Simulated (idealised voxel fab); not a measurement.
process module | voxel gate over fins
cross-section cut | 190 nm wide | cells 5 nm
A cross-section is a grid of square cells, given in bands from the top down. A band is one or more rows of cells.
Each band's line starts with the height of the band's top and of its bottom, in nm. Then come its materials from left to right, each with its width in nm. One material with "throughout" fills the band from edge to edge. "air" is empty space.
Height 0 is the level under which the wafer as received is all one material. The lowest band goes on downwards, as in "0 down".
A width such as "30 to 40" changes by the same amount from each row of cells to the next, from the band's top row to its bottom row.
"no change" after a step means that no cell of the cross-section changed.
closed voids: empty space of 8 cells or more with no open way to the top, each as width x height at its distance from the left edge, in nm
after a step's settings: what the simulator itself notes on the step
overlay nm, on a step with a mask: how far to the right of its planned place the mask lay; to the left if negative
plan
1 op RECEIVE | material Si
2 op CONFORMAL_DEP | material SiN | thk nm 10
3 op MASKED_ETCH | tone cover | mask id FINS | width nm 15 | pitch nm 50 | etch materials SiN | depth nm 10 | overlay nm 0
4 op MASKED_ETCH | tone cover | mask id FINS | width nm 15 | pitch nm 50 | etch materials Si | depth nm 35 | overlay nm 0
5 op OXIDIZE | depth nm 5
6 op FILL_DEP | material SiO2 | thk nm 15
7 op CMP | height nm 10
8 op PATTERN | tone open | mask id RAIL | material resist | width nm 15 | thk nm 15 | overlay nm 0
9 op DIRECTIONAL_ETCH | etch materials SiO2 | depth nm 40
10 op STRIP | etch materials resist
11 op CONFORMAL_DEP | material TiN | thk nm 5
12 op FILL_DEP | material Ru | thk nm 10
13 op CMP | height nm 10
14 op SELECTIVE_ETCH | etch materials W Ru TiN | depth nm 30
15 op FILL_DEP | material SiO2 | thk nm 5
16 op CMP | height nm 10
17 op SELECTIVE_ETCH | etch materials SiO2 | depth nm 25
18 op STRIP | etch materials SiN
19 op CONFORMAL_DEP | material HfO2 | thk nm 5
20 op CONFORMAL_DEP | material TiN | thk nm 5
21 op CONFORMAL_DEP | material TiAl | thk nm 5
22 op CONFORMAL_DEP | material TiN | thk nm 5
23 op FILL_DEP | material W | thk nm 10
24 op CMP | height nm 25
25 op CONFORMAL_DEP | material SiN | thk nm 5
as received, after step 1
  0 down: Si throughout
  closed voids: none
first wafer at the end, as planned
  30 to 25: SiN throughout
  25 to 20: W throughout
  20 to 15: W 45 | TiN 45 | W 5 | TiN 45 | W 50
  15 to 10: W 45 | TiN 5 | TiAl 35 | TiN 5 | W 5 | TiN 5 | TiAl 35 | TiN 5 | W 50
  10 to 5: W 45 | TiN 5 | TiAl 5 | TiN 25 | TiAl 5 | TiN 5 | W 5 | TiN 5 | TiAl 5 | TiN 25 | TiAl 5 | TiN 5 | W 50
  5 to 0: TiN 50 | TiAl 5 | TiN 5 | HfO2 15 | TiN 5 | TiAl 5 | TiN 15 | TiAl 5 | TiN 5 | HfO2 15 | TiN 5 | TiAl 5 | TiN 55
  0 to -5: TiAl 55 | TiN 5 | HfO2 5 | Si 5 | HfO2 5 | TiN 5 | TiAl 25 | TiN 5 | HfO2 5 | Si 5 | HfO2 5 | TiN 5 | TiAl 60
  -5 to -10: TiN 60 | HfO2 5 | Si 5 | HfO2 5 | TiN 35 | HfO2 5 | Si 5 | HfO2 5 | TiN 65
  -10 to -15: HfO2 65 | Si 5 | HfO2 45 | Si 5 | HfO2 70
  -15 to -20: SiO2 65 | Si 5 | SiO2 45 | Si 5 | SiO2 70
  -20 to -25: SiO2 65 | Si 5 | SiO2 15 | TiN 5 | Ru 5 | TiN 5 | SiO2 15 | Si 5 | SiO2 70
  -25 to -30: SiO2 65 | Si 5 | SiO2 15 | TiN 15 | SiO2 15 | Si 5 | SiO2 70
  -30 to -40: SiO2 65 | Si 5 | SiO2 45 | Si 5 | SiO2 70
  -40 down: Si throughout
  closed voids: none
second wafer at the end: like start, like plan, one mistake
  25 to 20: SiN throughout
  20 to 15: W 45 | TiN 45 | W 5 | TiN 45 | W 50
  15 to 10: W 45 | TiN 5 | TiAl 35 | TiN 5 | W 5 | TiN 5 | TiAl 35 | TiN 5 | W 50
  10 to 5: W 45 | TiN 5 | TiAl 5 | TiN 25 | TiAl 5 | TiN 5 | W 5 | TiN 5 | TiAl 5 | TiN 25 | TiAl 5 | TiN 5 | W 50
  5 to 0: TiN 50 | TiAl 5 | TiN 5 | HfO2 15 | TiN 5 | TiAl 5 | TiN 15 | TiAl 5 | TiN 5 | HfO2 15 | TiN 5 | TiAl 5 | TiN 55
  0 to -5: TiAl 55 | TiN 5 | HfO2 5 | Si 5 | HfO2 5 | TiN 5 | TiAl 25 | TiN 5 | HfO2 5 | Si 5 | HfO2 5 | TiN 5 | TiAl 60
  -5 to -10: TiN 60 | HfO2 5 | Si 5 | HfO2 5 | TiN 35 | HfO2 5 | Si 5 | HfO2 5 | TiN 65
  -10 to -15: HfO2 65 | Si 5 | HfO2 45 | Si 5 | HfO2 70
  -15 to -20: SiO2 65 | Si 5 | SiO2 45 | Si 5 | SiO2 70
  -20 to -25: SiO2 65 | Si 5 | SiO2 15 | TiN 5 | Ru 5 | TiN 5 | SiO2 15 | Si 5 | SiO2 70
  -25 to -30: SiO2 65 | Si 5 | SiO2 15 | TiN 15 | SiO2 15 | Si 5 | SiO2 70
  -30 to -40: SiO2 65 | Si 5 | SiO2 45 | Si 5 | SiO2 70
  -40 down: Si throughout
  closed voids: none
what went wrong: step 24 ran as: op CMP | height nm 20
at the end the second wafer has, in cells: 38 fewer of W
